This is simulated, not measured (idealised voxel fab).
Process module in this document: voxel self aligned contacts
Pictured: cross-section cut, 250 nm wide, on a grid of 5 nm square cells.
Cross-section layout: square cells on a grid; listed as bands, top to bottom; a band spans one or more cell rows.
Heads up on the band format: heights come first, top then bottom, in nm. After that it's the materials left to right, each with its width in nm. A single material flagged "throughout" fills the whole band edge to edge, and "air" means there's empty space there.
Counting heights begins at 0, where everything beneath is, in the wafer as received, one material. The lowest band has no bottom; it goes on downwards, as "z 0 and below" shows.
The two numbers in a width such as "30 to 40" mark its ends across the band: the first belongs to the top row of cells, the second to the bottom row, and from each row to the next the width moves by the same amount.
"stayed the same" means the step left every cell of the cross-section as it was.
Basically, "Closed void entries" tells you about the enclosed voids: empty spaces with no open way to the top, 8 cells or bigger, each written width x height at distance, where distance is from the left edge, all in nm.
That trailing text on a step's line, after the settings, is the simulator's own remark on the step.
When a step includes a mask, the "overlay nm" setting on its line states how far to the right of its planned place that mask lay, and negative values state how far to the left.
This section lists the process steps that were planned:
1: RECEIVE, material Si
2: CONFORMAL_DEP, material SiO2, thk nm 5
3: DIRECTIONAL_DEP, material polySi, thk nm 20
4: DIRECTIONAL_DEP, material SiN, thk nm 20
5: DIRECTIONAL_DEP, material aC, thk nm 15
6: PATTERN, tone cover, mask id GATE, material resist, width nm 35, pitch nm 70, thk nm 35, overlay nm 0
7: DIRECTIONAL_ETCH, etch materials aC, depth nm 15
8: STRIP, etch materials resist
9: DIRECTIONAL_ETCH, etch materials SiN, depth nm 20
10: DIRECTIONAL_ETCH, etch materials polySi, depth nm 20
11: STRIP, etch materials aC
12: CONFORMAL_DEP, material SiN, thk nm 5
13: DIRECTIONAL_ETCH, etch materials SiN, depth nm 5
14: FILL_DEP, material SiO2, thk nm 10
15: CMP, height nm 50
16: DIRECTIONAL_DEP, material aC, thk nm 15
17: PATTERN, tone open, mask id CONTACT, material resist, width nm 55, thk nm 30, overlay nm 0
18: DIRECTIONAL_ETCH, etch materials aC, depth nm 15
19: STRIP, etch materials resist
20: DIRECTIONAL_ETCH, etch materials SiO2, depth nm 50
21: STRIP, etch materials aC
22: CONFORMAL_DEP, material TiN, thk nm 5
23: FILL_DEP, material W, thk nm 10
24: CMP, height nm 50
25: CONFORMAL_DEP, material SiCN, thk nm 5
Received-state cross-section, reflecting completion of step 1:
z 0 and below: Si throughout
Closed void entries: none
First of two wafers, end-of-module section, run followed plan:
z 55 to 50: SiCN throughout
z 50 to 45: SiO2 (95)  TiN (20)  W (15)  TiN (20)  SiO2 (100)
z 45 to 25: SiO2 (65)  SiN (45)  TiN (5)  W (15)  TiN (5)  SiN (45)  SiO2 (70)
z 25 to 5: SiO2 (65)  SiN (5)  polySi (35)  SiN (5)  TiN (5)  W (15)  TiN (5)  SiN (5)  polySi (35)  SiN (5)  SiO2 (70)
z 5 to 0: SiO2 (110)  TiN (25)  SiO2 (115)
z 0 and below: Si throughout
Closed void entries: none
Wafer two (of two), end-of-module cross-section: start = wafer one, plan = wafer one, one run mistake:
z 55 to 50: SiCN throughout
z 50 to 45: SiO2 (65)  SiN (45)  TiN (5)  W (15)  TiN (5)  SiN (45)  SiO2 (70)
z 45 to 30: SiO2 (65)  SiN (5)  polySi (35)  SiN (5)  TiN (5)  W (15)  TiN (5)  SiN (5)  polySi (35)  SiN (5)  SiO2 (70)
z 30 to 25: SiO2 (65)  SiN (5)  polySi (35)  SiN (5)  TiN (25)  SiN (5)  polySi (35)  SiN (5)  SiO2 (70)
z 25 to 5: polySi throughout
z 5 to 0: SiO2 throughout
z 0 and below: Si throughout
Closed void entries: none
What was the processing mistake? execution of plan step 3 occurred twice
It is noted that, at the conclusion of processing, the second wafer exhibits a higher or lower cell count for certain materials relative to the first: 54 fewer of SiN, 115 fewer of SiO2, 16 fewer of TiN, 15 fewer of W, 200 more of polySi
